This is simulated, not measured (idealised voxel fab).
process module | voxel gate over fins
The cross-section on display is named cut; it measures 240 nm wide, and its cells are 5 nm squares.
If you're reading a cross-section in this doc, picture square cells in a grid; it comes to you as bands, top ones listed first down to the bottom, and a band can be one or more rows of cells.
Top height, bottom height, nm. Materials left to right, width each, nm. Single material + "all across" = fills band edge to edge. "air" = empty.
Beneath 0, the wafer as received is one material, and that level is where height counting begins. The lowest band goes on downward without a bottom; it is written like "z 0 and below".
Width: "30->40" (first number = top row, second number = bottom row, same change from row to row of cells).
"changes: none" for a step: no cell of the cross-section changed in that step.
The entry titled "Unvented internal voids" provides the empty spaces that have no open way to the top, restricted to those of 8 cells or more. Each is presented as width x height at distance, the distance being measured from the left edge, with all three in nm.
Step line, after settings: the simulator's comment on this step.
overlay nm: on a step with a mask, how far right of its planned place the mask lay; negative means left.
Process steps foreseen in the plan
1. RECEIVE (material Si)
2. CONFORMAL_DEP (material SiN; thk nm 5)
3. DIRECTIONAL_DEP (material aC; thk nm 10)
4. PATTERN (tone cover; mask id FINS; material resist; width nm 15; pitch nm 40; thk nm 30; overlay nm 0)
5. DIRECTIONAL_ETCH (etch materials aC; depth nm 10)
6. STRIP (etch materials resist)
7. DIRECTIONAL_ETCH (etch materials SiN; depth nm 5)
8. DIRECTIONAL_ETCH (etch materials Si; depth nm 40)
9. STRIP (etch materials aC)
10. OXIDIZE (depth nm 5)
11. FILL_DEP (material SiO2; thk nm 5)
12. CMP (height nm 5)
13. SELECTIVE_ETCH (etch materials SiO2; depth nm 15)
14. STRIP (etch materials SiN)
15. CONFORMAL_DEP (material HfO2; thk nm 5)
16. CONFORMAL_DEP (material TiN; thk nm 5)
17. FILL_DEP (material W; thk nm 15)
18. CMP (height nm 20)
19. CONFORMAL_DEP (material SiN; thk nm 10)
Here's what the wafer looked like in cross-section when it arrived - that's after step 1
> z 0 and below: Si all across
> Unvented internal voids: none
Look at the cross-section after the module: the wafer started out the way shown above and the plan was the one shown above, yet one mistake was made along the way
> z 30 to 20: SiN all across
> z 20 to 10: W all across
> z 10 to 5: 75 of TiN, then 5 of W, then 35 of TiN, then 5 of W, then 35 of TiN, then 5 of W, then 80 of TiN
> z 5 to 0: 70 of HfO2, then 5 of TiN, then 5 of W, then 5 of TiN, then 25 of HfO2, then 5 of TiN, then 5 of W, then 5 of TiN, then 25 of HfO2, then 5 of TiN, then 5 of W, then 5 of TiN, then 75 of HfO2
> z 0 to -5: 65 of Si, then 5 of HfO2, then 15 of TiN, then 5 of HfO2, then 15 of Si, then 5 of HfO2, then 15 of TiN, then 5 of HfO2, then 15 of Si, then 5 of HfO2, then 15 of TiN, then 5 of HfO2, then 70 of Si
> z -5 to -10: 65 of Si, then 25 of HfO2, then 15 of Si, then 25 of HfO2, then 15 of Si, then 25 of HfO2, then 70 of Si
> z -10 to -45: 65 of Si, then 25 of SiO2, then 15 of Si, then 25 of SiO2, then 15 of Si, then 25 of SiO2, then 70 of Si
> z -45 and below: Si all across
> Unvented internal voids: none
Misprocessing identified: step 4 went in with a setting other than planned; the actual run was PATTERN (tone open; mask id FINS; material resist; width nm 15; pitch nm 40; thk nm 30; overlay nm 0)
